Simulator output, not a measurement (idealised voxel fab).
A process module follows: voxel transistor to metal.
Section cut is 285 nm wide and gridded with 5 nm square cells.
For the purposes of this document, a cross-section shall be understood as a grid of square cells, specified as bands listed in top-to-bottom order, each band consisting of one or more rows of cells.
Look at the band entry: it leads with the top's height and the bottom's height in nm. Then it lists the materials left to right, with a width in nm for each. The word "everywhere" on a single material says that material fills the band edge to edge. The word "empty" is empty space.
Height is counted from the level 0, under which the received wafer is composed throughout of one material. The lowest of the bands is not closed at the bottom but continues downward, in the notation "0 and below".
The expression "30..40" gives the width at the extremes of the band, the first number at its top row of cells and the second at its bottom row, with the width changing by equal amounts from each row to the next in between.
The cross-section has no changed cell in any step marked "no change".
Entry "Closed void table" = empty spaces >= 8 cells with no open way to the top; each as width x height at distance, distance from left edge, all nm.
Note: text after step settings on the step line = simulator remark on that step.
"overlay nm", when on a step's line for a step with a mask, measures how far to the right of its planned place the mask lay; a negative measure means to the left.
What follows is a series of pairs. Each pair shows a cross-section before one process step and the cross-section after it, and the after view is drawn only down to the lowest band that changed. Beneath each pair is the step that lies between the two, with its settings. Pairs may come from different runs of this module on the same starting wafer, so a pair continues from the one above it only where its entry headed "before" says so.

-- before
	50 down to 35 = 25 nm SiO2 / 5 nm TiN / 10 nm Ru / 5 nm TiN / 50 nm SiO2 / 5 nm TiN / 10 nm Ru / 5 nm TiN / 50 nm SiO2 / 5 nm TiN / 10 nm Ru / 5 nm TiN / 50 nm SiO2 / 5 nm TiN / 10 nm Ru / 5 nm TiN / 30 nm SiO2
	35 down to 20 = 25 nm SiO2 / 5 nm TiN / 10 nm Ru / 5 nm TiN / 5 nm SiO2 / 10 nm SiN / 20 nm SiCN / 10 nm SiN / 5 nm SiO2 / 5 nm TiN / 10 nm Ru / 5 nm TiN / 50 nm SiO2 / 5 nm TiN / 10 nm Ru / 5 nm TiN / 5 nm SiO2 / 10 nm SiN / 20 nm SiCN / 10 nm SiN / 5 nm SiO2 / 5 nm TiN / 10 nm Ru / 5 nm TiN / 30 nm SiO2
	20 down to 10 = 25 nm SiO2 / 5 nm TiN / 10 nm Ru / 5 nm TiN / 5 nm SiO2 / 10 nm SiN / 20 nm polySi / 10 nm SiN / 5 nm SiO2 / 5 nm TiN / 10 nm Ru / 5 nm TiN / 50 nm SiO2 / 5 nm TiN / 10 nm Ru / 5 nm TiN / 5 nm SiO2 / 10 nm SiN / 20 nm polySi / 10 nm SiN / 5 nm SiO2 / 5 nm TiN / 10 nm Ru / 5 nm TiN / 30 nm SiO2
	10 down to 5 = 25 nm SiO2 / 20 nm TiN / 5 nm SiO2 / 10 nm SiN / 20 nm polySi / 10 nm SiN / 5 nm SiO2 / 20 nm TiN / 50 nm SiO2 / 20 nm TiN / 5 nm SiO2 / 10 nm SiN / 20 nm polySi / 10 nm SiN / 5 nm SiO2 / 20 nm TiN / 30 nm SiO2
	5 down to 0 = 10 nm SiO2 / 10 nm SiN / 10 nm nSi / 10 nm TiN / 10 nm nSi / 10 nm SiN / 20 nm polySi / 10 nm SiN / 10 nm nSi / 10 nm TiN / 10 nm nSi / 10 nm SiN / 20 nm SiO2 / 10 nm SiN / 10 nm nSi / 10 nm TiN / 10 nm nSi / 10 nm SiN / 20 nm polySi / 10 nm SiN / 10 nm nSi / 10 nm TiN / 10 nm nSi / 10 nm SiN / 15 nm SiO2
	0 down to -5 = 20 nm SiO2 / 30 nm nSi / 40 nm SiO2 / 30 nm nSi / 40 nm SiO2 / 30 nm nSi / 40 nm SiO2 / 30 nm nSi / 25 nm SiO2
	-5 down to -10 = 15 nm SiO2 / 5 nm Si / 30 nm nSi / 40 nm Si / 30 nm nSi / 5 nm Si / 30 nm SiO2 / 5 nm Si / 30 nm nSi / 40 nm Si / 30 nm nSi / 5 nm Si / 20 nm SiO2
	-10 down to -25 = 15 nm SiO2 / 110 nm Si / 30 nm SiO2 / 110 nm Si / 20 nm SiO2
	-25 and below = Si everywhere
	Closed void table: none

-- Section After Processing
	75 down to 50 = W everywhere
	below 50: unchanged
	Closed void table: none
The structure goes from the before cross-section above to the after cross-section through DIRECTIONAL_DEP | material W | thk nm 25

before: refer to the pair immediately above; the cross-section shown after its step is the state before this one.

-- Section After Processing
	80 down to 75 = TiN everywhere
	below 75: unchanged
	Closed void table: none
The structure goes from the before cross-section above to the after cross-section through DIRECTIONAL_DEP | material TiN | thk nm 5

before: refer to the pair immediately above; the cross-section shown after its step is the state before this one.

-- Section After Processing
	100 down to 80 = 25 nm empty / 20 nm resist / 50 nm empty / 20 nm resist / 50 nm empty / 20 nm resist / 50 nm empty / 20 nm resist / 30 nm empty
	below 80: unchanged
	Closed void table: none
The structure goes from the before cross-section above to the after cross-section through PATTERN | tone cover | mask id METAL_1 | material resist | width nm 20 | pitch nm 70 | thk nm 20 | overlay nm 0

before: refer to the pair immediately above; the cross-section shown after its step is the state before this one.

-- Section After Processing
	100 down to 80 = 25 nm empty / 20 nm resist / 50 nm empty / 20 nm resist / 50 nm empty / 20 nm resist / 50 nm empty / 20 nm resist / 30 nm empty
	80 down to 75 = 25 nm empty / 20 nm TiN / 50 nm empty / 20 nm TiN / 50 nm empty / 20 nm TiN / 50 nm empty / 20 nm TiN / 30 nm empty
	below 75: unchanged
	Closed void table: none
The structure goes from the before cross-section above to the after cross-section through DIRECTIONAL_ETCH | etch materials TiN | depth nm 5

before: refer to the pair immediately above; the cross-section shown after its step is the state before this one.

-- Section After Processing
	80 down to 75 = 25 nm empty / 20 nm TiN / 50 nm empty / 20 nm TiN / 50 nm empty / 20 nm TiN / 50 nm empty / 20 nm TiN / 30 nm empty
	below 75: unchanged
	Closed void table: none
The structure goes from the before cross-section above to the after cross-section through STRIP | etch materials resist

before: refer to the pair immediately above; the cross-section shown after its step is the state before this one.

-- Section After Processing
	85 down to 80 = 20 nm empty / 30 nm SiN / 40 nm empty / 30 nm SiN / 40 nm empty / 30 nm SiN / 40 nm empty / 30 nm SiN / 25 nm empty
	80 down to 75 = 25 nm SiN / 20 nm TiN / 50 nm SiN / 20 nm TiN / 50 nm SiN / 20 nm TiN / 50 nm SiN / 20 nm TiN / 30 nm SiN
	below 75: unchanged
	Closed void table: none
The structure goes from the before cross-section above to the after cross-section through CONFORMAL_DEP | material SiN | thk nm 5

before: refer to the pair immediately above; the cross-section shown after its step is the state before this one.

-- Section After Processing
	90 down to 85 = lowk everywhere
	85 down to 80 = 20 nm lowk / 30 nm SiN / 40 nm lowk / 30 nm SiN / 40 nm lowk / 30 nm SiN / 40 nm lowk / 30 nm SiN / 25 nm lowk
	below 80: unchanged
	Closed void table: none
The structure goes from the before cross-section above to the after cross-section through FILL_DEP | material lowk | thk nm 5

before: refer to the pair immediately above; the cross-section shown after its step is the state before this one.

-- Section After Processing
	80 down to 75 = 25 nm SiN / 20 nm TiN / 50 nm SiN / 20 nm TiN / 50 nm SiN / 20 nm TiN / 50 nm SiN / 20 nm TiN / 30 nm SiN
	below 75: unchanged
	Closed void table: none
The structure goes from the before cross-section above to the after cross-section through CMP | height nm 80

before: refer to the pair immediately above; the cross-section shown after its step is the state before this one.

-- Section After Processing
	85 down to 80 = SiCN everywhere
	below 80: unchanged
	Closed void table: none
The structure goes from the before cross-section above to the after cross-section through CONFORMAL_DEP | material SiCN | thk nm 5

-- before
	60 down to 55 = Ru everywhere
	55 down to 50 = 30 nm TiN / 10 nm Ru / 60 nm TiN / 10 nm Ru / 60 nm TiN / 10 nm Ru / 60 nm TiN / 10 nm Ru / 35 nm TiN
	50 down to 35 = 25 nm SiO2 / 5 nm TiN / 10 nm Ru / 5 nm TiN / 50 nm SiO2 / 5 nm TiN / 10 nm Ru / 5 nm TiN / 50 nm SiO2 / 5 nm TiN / 10 nm Ru / 5 nm TiN / 50 nm SiO2 / 5 nm TiN / 10 nm Ru / 5 nm TiN / 30 nm SiO2
	35 down to 20 = 25 nm SiO2 / 5 nm TiN / 10 nm Ru / 5 nm TiN / 5 nm SiO2 / 10 nm SiN / 20 nm SiCN / 10 nm SiN / 5 nm SiO2 / 5 nm TiN / 10 nm Ru / 5 nm TiN / 50 nm SiO2 / 5 nm TiN / 10 nm Ru / 5 nm TiN / 5 nm SiO2 / 10 nm SiN / 20 nm SiCN / 10 nm SiN / 5 nm SiO2 / 5 nm TiN / 10 nm Ru / 5 nm TiN / 30 nm SiO2
	20 down to 10 = 25 nm SiO2 / 5 nm TiN / 10 nm Ru / 5 nm TiN / 5 nm SiO2 / 10 nm SiN / 20 nm polySi / 10 nm SiN / 5 nm SiO2 / 5 nm TiN / 10 nm Ru / 5 nm TiN / 50 nm SiO2 / 5 nm TiN / 10 nm Ru / 5 nm TiN / 5 nm SiO2 / 10 nm SiN / 20 nm polySi / 10 nm SiN / 5 nm SiO2 / 5 nm TiN / 10 nm Ru / 5 nm TiN / 30 nm SiO2
	10 down to 5 = 25 nm SiO2 / 20 nm TiN / 5 nm SiO2 / 10 nm SiN / 20 nm polySi / 10 nm SiN / 5 nm SiO2 / 20 nm TiN / 50 nm SiO2 / 20 nm TiN / 5 nm SiO2 / 10 nm SiN / 20 nm polySi / 10 nm SiN / 5 nm SiO2 / 20 nm TiN / 30 nm SiO2
	5 down to 0 = 10 nm SiO2 / 10 nm SiN / 10 nm nSi / 10 nm TiN / 10 nm nSi / 10 nm SiN / 20 nm polySi / 10 nm SiN / 10 nm nSi / 10 nm TiN / 10 nm nSi / 10 nm SiN / 20 nm SiO2 / 10 nm SiN / 10 nm nSi / 10 nm TiN / 10 nm nSi / 10 nm SiN / 20 nm polySi / 10 nm SiN / 10 nm nSi / 10 nm TiN / 10 nm nSi / 10 nm SiN / 15 nm SiO2
	0 down to -5 = 20 nm SiO2 / 30 nm nSi / 40 nm SiO2 / 30 nm nSi / 40 nm SiO2 / 30 nm nSi / 40 nm SiO2 / 30 nm nSi / 25 nm SiO2
	-5 down to -10 = 15 nm SiO2 / 5 nm Si / 30 nm nSi / 40 nm Si / 30 nm nSi / 5 nm Si / 30 nm SiO2 / 5 nm Si / 30 nm nSi / 40 nm Si / 30 nm nSi / 5 nm Si / 20 nm SiO2
	-10 down to -25 = 15 nm SiO2 / 110 nm Si / 30 nm SiO2 / 110 nm Si / 20 nm SiO2
	-25 and below = Si everywhere
	Closed void table: none

-- Section After Processing
	40 down to 35 = 25 nm SiO2 / 5 nm TiN / 10 nm Ru / 5 nm TiN / 50 nm SiO2 / 5 nm TiN / 10 nm Ru / 5 nm TiN / 50 nm SiO2 / 5 nm TiN / 10 nm Ru / 5 nm TiN / 50 nm SiO2 / 5 nm TiN / 10 nm Ru / 5 nm TiN / 30 nm SiO2
	below 35: unchanged
	Closed void table: none
The structure goes from the before cross-section above to the after cross-section through CMP | height nm 40

before: refer to the pair immediately above; the cross-section shown after its step is the state before this one.

-- Section After Processing
	45 down to 40 = TiN everywhere
	below 40: unchanged
	Closed void table: none
The structure goes from the before cross-section above to the after cross-section through DIRECTIONAL_DEP | material TiN | thk nm 5

before: refer to the pair immediately above; the cross-section shown after its step is the state before this one.

-- Section After Processing
	70 down to 45 = W everywhere
	below 45: unchanged
	Closed void table: none
The structure goes from the before cross-section above to the after cross-section through DIRECTIONAL_DEP | material W | thk nm 25

before: refer to the pair immediately above; the cross-section shown after its step is the state before this one.

-- Section After Processing
	90 down to 70 = 25 nm empty / 20 nm resist / 50 nm empty / 20 nm resist / 50 nm empty / 20 nm resist / 50 nm empty / 20 nm resist / 30 nm empty
	below 70: unchanged
	Closed void table: none
The structure goes from the before cross-section above to the after cross-section through PATTERN | tone cover | mask id METAL_1 | material resist | width nm 20 | pitch nm 70 | thk nm 20 | overlay nm 0

before: refer to the pair immediately above; the cross-section shown after its step is the state before this one.

-- Section After Processing
	90 down to 70 = 25 nm empty / 20 nm resist / 50 nm empty / 20 nm resist / 50 nm empty / 20 nm resist / 50 nm empty / 20 nm resist / 30 nm empty
	70 down to 45 = 25 nm empty / 20 nm W / 50 nm empty / 20 nm W / 50 nm empty / 20 nm W / 50 nm empty / 20 nm W / 30 nm empty
	below 45: unchanged
	Closed void table: none
The structure goes from the before cross-section above to the after cross-section through DIRECTIONAL_ETCH | etch materials W | depth nm 25

before: refer to the pair immediately above; the cross-section shown after its step is the state before this one.

-- Section After Processing
	90 down to 70 = 25 nm empty / 20 nm resist / 50 nm empty / 20 nm resist / 50 nm empty / 20 nm resist / 50 nm empty / 20 nm resist / 30 nm empty
	70 down to 45 = 25 nm empty / 20 nm W / 50 nm empty / 20 nm W / 50 nm empty / 20 nm W / 50 nm empty / 20 nm W / 30 nm empty
	45 down to 40 = 25 nm empty / 20 nm TiN / 50 nm empty / 20 nm TiN / 50 nm empty / 20 nm TiN / 50 nm empty / 20 nm TiN / 30 nm empty
	below 40: unchanged
	Closed void table: none
The structure goes from the before cross-section above to the after cross-section through DIRECTIONAL_ETCH | etch materials TiN | depth nm 5

before: refer to the pair immediately above; the cross-section shown after its step is the state before this one.

-- Section After Processing
	70 down to 45 = 25 nm empty / 20 nm W / 50 nm empty / 20 nm W / 50 nm empty / 20 nm W / 50 nm empty / 20 nm W / 30 nm empty
	below 45: unchanged
	Closed void table: none
The structure goes from the before cross-section above to the after cross-section through STRIP | etch materials resist

before: refer to the pair immediately above; the cross-section shown after its step is the state before this one.

-- Section After Processing
	75 down to 70 = 20 nm empty / 30 nm SiN / 40 nm empty / 30 nm SiN / 40 nm empty / 30 nm SiN / 40 nm empty / 30 nm SiN / 25 nm empty
	70 down to 45 = 20 nm empty / 5 nm SiN / 20 nm W / 5 nm SiN / 40 nm empty / 5 nm SiN / 20 nm W / 5 nm SiN / 40 nm empty / 5 nm SiN / 20 nm W / 5 nm SiN / 40 nm empty / 5 nm SiN / 20 nm W / 5 nm SiN / 25 nm empty
	45 down to 40 = 25 nm SiN / 20 nm TiN / 50 nm SiN / 20 nm TiN / 50 nm SiN / 20 nm TiN / 50 nm SiN / 20 nm TiN / 30 nm SiN
	below 40: unchanged
	Closed void table: none
The structure goes from the before cross-section above to the after cross-section through CONFORMAL_DEP | material SiN | thk nm 5

before: refer to the pair immediately above; the cross-section shown after its step is the state before this one.

-- Section After Processing
	80 down to 75 = lowk everywhere
	75 down to 70 = 20 nm lowk / 30 nm SiN / 40 nm lowk / 30 nm SiN / 40 nm lowk / 30 nm SiN / 40 nm lowk / 30 nm SiN / 25 nm lowk
	70 down to 45 = 20 nm lowk / 5 nm SiN / 20 nm W / 5 nm SiN / 40 nm lowk / 5 nm SiN / 20 nm W / 5 nm SiN / 40 nm lowk / 5 nm SiN / 20 nm W / 5 nm SiN / 40 nm lowk / 5 nm SiN / 20 nm W / 5 nm SiN / 25 nm lowk
	below 45: unchanged
	Closed void table: none
The structure goes from the before cross-section above to the after cross-section through FILL_DEP | material lowk | thk nm 5

before: refer to the pair immediately above; the cross-section shown after its step is the state before this one.

-- Section After Processing
	85 down to 80 = SiCN everywhere
	below 80: unchanged
	Closed void table: none
The structure goes from the before cross-section above to the after cross-section through CONFORMAL_DEP | material SiCN | thk nm 5

-- before
	40 down to 35 = 10 nm SiCN / 120 nm empty / 20 nm SiCN / 120 nm empty / 15 nm SiCN
	35 down to 25 = SiCN everywhere
	25 down to 20 = 10 nm polySi / 120 nm SiCN / 20 nm polySi / 120 nm SiCN / 15 nm polySi
	20 down to 5 = polySi everywhere
	5 down to 0 = 10 nm SiO2 / 120 nm polySi / 20 nm SiO2 / 120 nm polySi / 15 nm SiO2
	0 down to -5 = SiO2 everywhere
	-5 down to -25 = 15 nm SiO2 / 110 nm Si / 30 nm SiO2 / 110 nm Si / 20 nm SiO2
	-25 and below = Si everywhere
	Closed void table: none

-- Section After Processing
	35 down to 25 = 55 nm empty / 30 nm SiCN / 110 nm empty / 30 nm SiCN / 60 nm empty
	25 down to 20 = 10 nm polySi / 45 nm empty / 30 nm SiCN / 45 nm empty / 20 nm polySi / 45 nm empty / 30 nm SiCN / 45 nm empty / 15 nm polySi
	below 20: unchanged
	Closed void table: none
The structure goes from the before cross-section above to the after cross-section through MASKED_ETCH | tone cover | mask id GATE | width nm 30 | pitch nm 140 | etch materials SiCN | depth nm 25 | overlay nm 0

before: refer to the pair immediately above; the cross-section shown after its step is the state before this one.

-- Section After Processing
	35 down to 20 = 55 nm empty / 30 nm SiCN / 110 nm empty / 30 nm SiCN / 60 nm empty
	20 down to 5 = 55 nm empty / 30 nm polySi / 110 nm empty / 30 nm polySi / 60 nm empty
	5 down to 0 = 10 nm SiO2 / 45 nm empty / 30 nm polySi / 45 nm empty / 20 nm SiO2 / 45 nm empty / 30 nm polySi / 45 nm empty / 15 nm SiO2
	below 0: unchanged
	Closed void table: none
The structure goes from the before cross-section above to the after cross-section through MASKED_ETCH | tone cover | mask id GATE | width nm 20 | pitch nm 140 | etch materials polySi | depth nm 30 | overlay nm 0

before: refer to the pair immediately above; the cross-section shown after its step is the state before this one.

-- Section After Processing
	45 down to 35 = 45 nm empty / 50 nm SiN / 90 nm empty / 50 nm SiN / 50 nm empty
	35 down to 20 = 45 nm empty / 10 nm SiN / 30 nm SiCN / 10 nm SiN / 90 nm empty / 10 nm SiN / 30 nm SiCN / 10 nm SiN / 50 nm empty
	20 down to 15 = 45 nm empty / 10 nm SiN / 30 nm polySi / 10 nm SiN / 90 nm empty / 10 nm SiN / 30 nm polySi / 10 nm SiN / 50 nm empty
	15 down to 10 = 20 nm SiN / 25 nm empty / 10 nm SiN / 30 nm polySi / 10 nm SiN / 25 nm empty / 40 nm SiN / 25 nm empty / 10 nm SiN / 30 nm polySi / 10 nm SiN / 25 nm empty / 25 nm SiN
	10 down to 5 = 55 nm SiN / 30 nm polySi / 110 nm SiN / 30 nm polySi / 60 nm SiN
	5 down to 0 = 10 nm SiO2 / 45 nm SiN / 30 nm polySi / 45 nm SiN / 20 nm SiO2 / 45 nm SiN / 30 nm polySi / 45 nm SiN / 15 nm SiO2
	below 0: unchanged
	Closed void table: none
The structure goes from the before cross-section above to the after cross-section through CONFORMAL_DEP | material SiN | thk nm 10

before: refer to the pair immediately above; the cross-section shown after its step is the state before this one.

-- Section After Processing
	35 down to 20 = 45 nm empty / 10 nm SiN / 30 nm SiCN / 10 nm SiN / 90 nm empty / 10 nm SiN / 30 nm SiCN / 10 nm SiN / 50 nm empty
	20 down to 5 = 45 nm empty / 10 nm SiN / 30 nm polySi / 10 nm SiN / 90 nm empty / 10 nm SiN / 30 nm polySi / 10 nm SiN / 50 nm empty
	5 down to 0 = 10 nm SiO2 / 10 nm SiN / 25 nm empty / 10 nm SiN / 30 nm polySi / 10 nm SiN / 25 nm empty / 10 nm SiN / 20 nm SiO2 / 10 nm SiN / 25 nm empty / 10 nm SiN / 30 nm polySi / 10 nm SiN / 25 nm empty / 10 nm SiN / 15 nm SiO2
	below 0: unchanged
	Closed void table: none
The structure goes from the before cross-section above to the after cross-section through DIRECTIONAL_ETCH | etch materials SiN | depth nm 10

before: refer to the pair immediately above; the cross-section shown after its step is the state before this one.

-- Section After Processing
	35 down to 20 = 45 nm empty / 10 nm SiN / 30 nm SiCN / 10 nm SiN / 90 nm empty / 10 nm SiN / 30 nm SiCN / 10 nm SiN / 50 nm empty
	20 down to 5 = 45 nm empty / 10 nm SiN / 30 nm polySi / 10 nm SiN / 90 nm empty / 10 nm SiN / 30 nm polySi / 10 nm SiN / 50 nm empty
	5 down to 0 = 10 nm empty / 10 nm SiN / 25 nm empty / 10 nm SiN / 30 nm polySi / 10 nm SiN / 25 nm empty / 10 nm SiN / 20 nm empty / 10 nm SiN / 25 nm empty / 10 nm SiN / 30 nm polySi / 10 nm SiN / 25 nm empty / 10 nm SiN / 15 nm empty
	0 down to -5 = 20 nm SiO2 / 25 nm empty / 50 nm SiO2 / 25 nm empty / 40 nm SiO2 / 25 nm empty / 50 nm SiO2 / 25 nm empty / 25 nm SiO2
	below -5: unchanged
	Closed void table: none
The structure goes from the before cross-section above to the after cross-section through DIRECTIONAL_ETCH | etch materials SiO2 | depth nm 5

before: refer to the pair immediately above; the cross-section shown after its step is the state before this one.

-- Section After Processing
	35 down to 20 = 45 nm empty / 10 nm SiN / 30 nm SiCN / 10 nm SiN / 90 nm empty / 10 nm SiN / 30 nm SiCN / 10 nm SiN / 50 nm empty
	20 down to 5 = 45 nm empty / 10 nm SiN / 30 nm polySi / 10 nm SiN / 90 nm empty / 10 nm SiN / 30 nm polySi / 10 nm SiN / 50 nm empty
	5 down to 0 = 10 nm empty / 10 nm SiN / 25 nm empty / 10 nm SiN / 30 nm polySi / 10 nm SiN / 25 nm empty / 10 nm SiN / 20 nm empty / 10 nm SiN / 25 nm empty / 10 nm SiN / 30 nm polySi / 10 nm SiN / 25 nm empty / 10 nm SiN / 15 nm empty
	0 down to -5 = 20 nm SiO2 / 25 nm empty / 50 nm SiO2 / 25 nm empty / 40 nm SiO2 / 25 nm empty / 50 nm SiO2 / 25 nm empty / 25 nm SiO2
	-5 down to -10 = 15 nm SiO2 / 5 nm Si / 25 nm empty / 50 nm Si / 25 nm empty / 5 nm Si / 30 nm SiO2 / 5 nm Si / 25 nm empty / 50 nm Si / 25 nm empty / 5 nm Si / 20 nm SiO2
	below -10: unchanged
	Closed void table: none
The structure goes from the before cross-section above to the after cross-section through DIRECTIONAL_ETCH | etch materials Si | depth nm 5

before: refer to the pair immediately above; the cross-section shown after its step is the state before this one.

-- Section After Processing
	35 down to 20 = 45 nm empty / 10 nm SiN / 30 nm SiCN / 10 nm SiN / 90 nm empty / 10 nm SiN / 30 nm SiCN / 10 nm SiN / 50 nm empty
	20 down to 5 = 45 nm empty / 10 nm SiN / 30 nm polySi / 10 nm SiN / 90 nm empty / 10 nm SiN / 30 nm polySi / 10 nm SiN / 50 nm empty
	5 down to 0 = 10 nm empty / 10 nm SiN / 10 nm nSi / 5 nm empty / 10 nm nSi / 10 nm SiN / 30 nm polySi / 10 nm SiN / 10 nm nSi / 5 nm empty / 10 nm nSi / 10 nm SiN / 20 nm empty / 10 nm SiN / 10 nm nSi / 5 nm empty / 10 nm nSi / 10 nm SiN / 30 nm polySi / 10 nm SiN / 10 nm nSi / 5 nm empty / 10 nm nSi / 10 nm SiN / 15 nm empty
	0 down to -5 = 20 nm SiO2 / 25 nm nSi / 50 nm SiO2 / 25 nm nSi / 40 nm SiO2 / 25 nm nSi / 50 nm SiO2 / 25 nm nSi / 25 nm SiO2
	-5 down to -10 = 15 nm SiO2 / 5 nm Si / 25 nm nSi / 50 nm Si / 25 nm nSi / 5 nm Si / 30 nm SiO2 / 5 nm Si / 25 nm nSi / 50 nm Si / 25 nm nSi / 5 nm Si / 20 nm SiO2
	below -10: unchanged
	Closed void table: none
The structure goes from the before cross-section above to the after cross-section through EPI | material nSi | thk nm 10

before: refer to the pair immediately above; the cross-section shown after its step is the state before this one.

-- Section After Processing
	40 down to 35 = SiO2 everywhere
	35 down to 20 = 45 nm SiO2 / 10 nm SiN / 30 nm SiCN / 10 nm SiN / 90 nm SiO2 / 10 nm SiN / 30 nm SiCN / 10 nm SiN / 50 nm SiO2
	20 down to 5 = 45 nm SiO2 / 10 nm SiN / 30 nm polySi / 10 nm SiN / 90 nm SiO2 / 10 nm SiN / 30 nm polySi / 10 nm SiN / 50 nm SiO2
	5 down to 0 = 10 nm SiO2 / 10 nm SiN / 10 nm nSi / 5 nm SiO2 / 10 nm nSi / 10 nm SiN / 30 nm polySi / 10 nm SiN / 10 nm nSi / 5 nm SiO2 / 10 nm nSi / 10 nm SiN / 20 nm SiO2 / 10 nm SiN / 10 nm nSi / 5 nm SiO2 / 10 nm nSi / 10 nm SiN / 30 nm polySi / 10 nm SiN / 10 nm nSi / 5 nm SiO2 / 10 nm nSi / 10 nm SiN / 15 nm SiO2
	below 0: unchanged
	Closed void table: none
The structure goes from the before cross-section above to the after cross-section through FILL_DEP | material SiO2 | thk nm 5

before: refer to the pair immediately above; the cross-section shown after its step is the state before this one.

-- Section After Processing
	35 down to 20 = 45 nm SiO2 / 10 nm SiN / 30 nm SiCN / 10 nm SiN / 90 nm SiO2 / 10 nm SiN / 30 nm SiCN / 10 nm SiN / 50 nm SiO2
	below 20: unchanged
	Closed void table: none
The structure goes from the before cross-section above to the after cross-section through CMP | height nm 35

before: refer to the pair immediately above; the cross-section shown after its step is the state before this one.

-- Section After Processing
	50 down to 35 = SiO2 everywhere
	below 35: unchanged
	Closed void table: none
The structure goes from the before cross-section above to the after cross-section through DIRECTIONAL_DEP | material SiO2 | thk nm 15

before: refer to the pair immediately above; the cross-section shown after its step is the state before this one.

-- Section After Processing
	65 down to 50 = aC everywhere
	below 50: unchanged
	Closed void table: none
The structure goes from the before cross-section above to the after cross-section through DIRECTIONAL_DEP | material aC | thk nm 15

before: refer to the pair immediately above; the cross-section shown after its step is the state before this one.

-- Section After Processing
	95 down to 65 = 25 nm resist / 20 nm empty / 50 nm resist / 20 nm empty / 50 nm resist / 20 nm empty / 50 nm resist / 20 nm empty / 30 nm resist
	below 65: unchanged
	Closed void table: none
The structure goes from the before cross-section above to the after cross-section through PATTERN | tone open | mask id CONTACT | material resist | width nm 20 | pitch nm 70 | thk nm 30 | overlay nm 0

before: refer to the pair immediately above; the cross-section shown after its step is the state before this one.

-- Section After Processing
	80 down to 65 = 25 nm resist / 20 nm empty / 50 nm resist / 20 nm empty / 50 nm resist / 20 nm empty / 50 nm resist / 20 nm empty / 30 nm resist
	65 down to 50 = 25 nm aC / 20 nm empty / 50 nm aC / 20 nm empty / 50 nm aC / 20 nm empty / 50 nm aC / 20 nm empty / 30 nm aC
	below 50: unchanged
	Closed void table: none
The structure goes from the before cross-section above to the after cross-section through DIRECTIONAL_ETCH | etch materials aC | depth nm 15

before: refer to the pair immediately above; the cross-section shown after its step is the state before this one.

-- Section After Processing
	65 down to 50 = 25 nm aC / 20 nm empty / 50 nm aC / 20 nm empty / 50 nm aC / 20 nm empty / 50 nm aC / 20 nm empty / 30 nm aC
	below 50: unchanged
	Closed void table: none
The structure goes from the before cross-section above to the after cross-section through STRIP | etch materials resist

before: refer to the pair immediately above; the cross-section shown after its step is the state before this one.

-- Section After Processing
	65 down to 50 = 25 nm aC / 20 nm empty / 50 nm aC / 20 nm empty / 50 nm aC / 20 nm empty / 50 nm aC / 20 nm empty / 30 nm aC
	50 down to 35 = 25 nm SiO2 / 20 nm empty / 50 nm SiO2 / 20 nm empty / 50 nm SiO2 / 20 nm empty / 50 nm SiO2 / 20 nm empty / 30 nm SiO2
	35 down to 20 = 25 nm SiO2 / 20 nm empty / 10 nm SiN / 30 nm SiCN / 10 nm SiN / 20 nm empty / 50 nm SiO2 / 20 nm empty / 10 nm SiN / 30 nm SiCN / 10 nm SiN / 20 nm empty / 30 nm SiO2
	20 down to 5 = 25 nm SiO2 / 20 nm empty / 10 nm SiN / 30 nm polySi / 10 nm SiN / 20 nm empty / 50 nm SiO2 / 20 nm empty / 10 nm SiN / 30 nm polySi / 10 nm SiN / 20 nm empty / 30 nm SiO2
	5 down to 0 = 10 nm SiO2 / 10 nm SiN / 10 nm nSi / 5 nm empty / 10 nm nSi / 10 nm SiN / 30 nm polySi / 10 nm SiN / 10 nm nSi / 5 nm empty / 10 nm nSi / 10 nm SiN / 20 nm SiO2 / 10 nm SiN / 10 nm nSi / 5 nm empty / 10 nm nSi / 10 nm SiN / 30 nm polySi / 10 nm SiN / 10 nm nSi / 5 nm empty / 10 nm nSi / 10 nm SiN / 15 nm SiO2
	below 0: unchanged
	Closed void table: none
The structure goes from the before cross-section above to the after cross-section through DIRECTIONAL_ETCH | etch materials SiO2 | depth nm 50

before: refer to the pair immediately above; the cross-section shown after its step is the state before this one.

-- Section After Processing
	50 down to 35 = 25 nm SiO2 / 20 nm empty / 50 nm SiO2 / 20 nm empty / 50 nm SiO2 / 20 nm empty / 50 nm SiO2 / 20 nm empty / 30 nm SiO2
	below 35: unchanged
	Closed void table: none
The structure goes from the before cross-section above to the after cross-section through STRIP | etch materials aC

before: refer to the pair immediately above; the cross-section shown after its step is the state before this one.

-- Section After Processing
	55 down to 50 = 30 nm TiN / 10 nm empty / 60 nm TiN / 10 nm empty / 60 nm TiN / 10 nm empty / 60 nm TiN / 10 nm empty / 35 nm TiN
	50 down to 35 = 25 nm SiO2 / 5 nm TiN / 10 nm empty / 5 nm TiN / 50 nm SiO2 / 5 nm TiN / 10 nm empty / 5 nm TiN / 50 nm SiO2 / 5 nm TiN / 10 nm empty / 5 nm TiN / 50 nm SiO2 / 5 nm TiN / 10 nm empty / 5 nm TiN / 30 nm SiO2
	35 down to 20 = 25 nm SiO2 / 5 nm TiN / 10 nm empty / 5 nm TiN / 10 nm SiN / 30 nm SiCN / 10 nm SiN / 5 nm TiN / 10 nm empty / 5 nm TiN / 50 nm SiO2 / 5 nm TiN / 10 nm empty / 5 nm TiN / 10 nm SiN / 30 nm SiCN / 10 nm SiN / 5 nm TiN / 10 nm empty / 5 nm TiN / 30 nm SiO2
	20 down to 10 = 25 nm SiO2 / 5 nm TiN / 10 nm empty / 5 nm TiN / 10 nm SiN / 30 nm polySi / 10 nm SiN / 5 nm TiN / 10 nm empty / 5 nm TiN / 50 nm SiO2 / 5 nm TiN / 10 nm empty / 5 nm TiN / 10 nm SiN / 30 nm polySi / 10 nm SiN / 5 nm TiN / 10 nm empty / 5 nm TiN / 30 nm SiO2
	10 down to 5 = 25 nm SiO2 / 20 nm TiN / 10 nm SiN / 30 nm polySi / 10 nm SiN / 20 nm TiN / 50 nm SiO2 / 20 nm TiN / 10 nm SiN / 30 nm polySi / 10 nm SiN / 20 nm TiN / 30 nm SiO2
	5 down to 0 = 10 nm SiO2 / 10 nm SiN / 10 nm nSi / 5 nm TiN / 10 nm nSi / 10 nm SiN / 30 nm polySi / 10 nm SiN / 10 nm nSi / 5 nm TiN / 10 nm nSi / 10 nm SiN / 20 nm SiO2 / 10 nm SiN / 10 nm nSi / 5 nm TiN / 10 nm nSi / 10 nm SiN / 30 nm polySi / 10 nm SiN / 10 nm nSi / 5 nm TiN / 10 nm nSi / 10 nm SiN / 15 nm SiO2
	below 0: unchanged
	Closed void table: none
The structure goes from the before cross-section above to the after cross-section through CONFORMAL_DEP | material TiN | thk nm 5
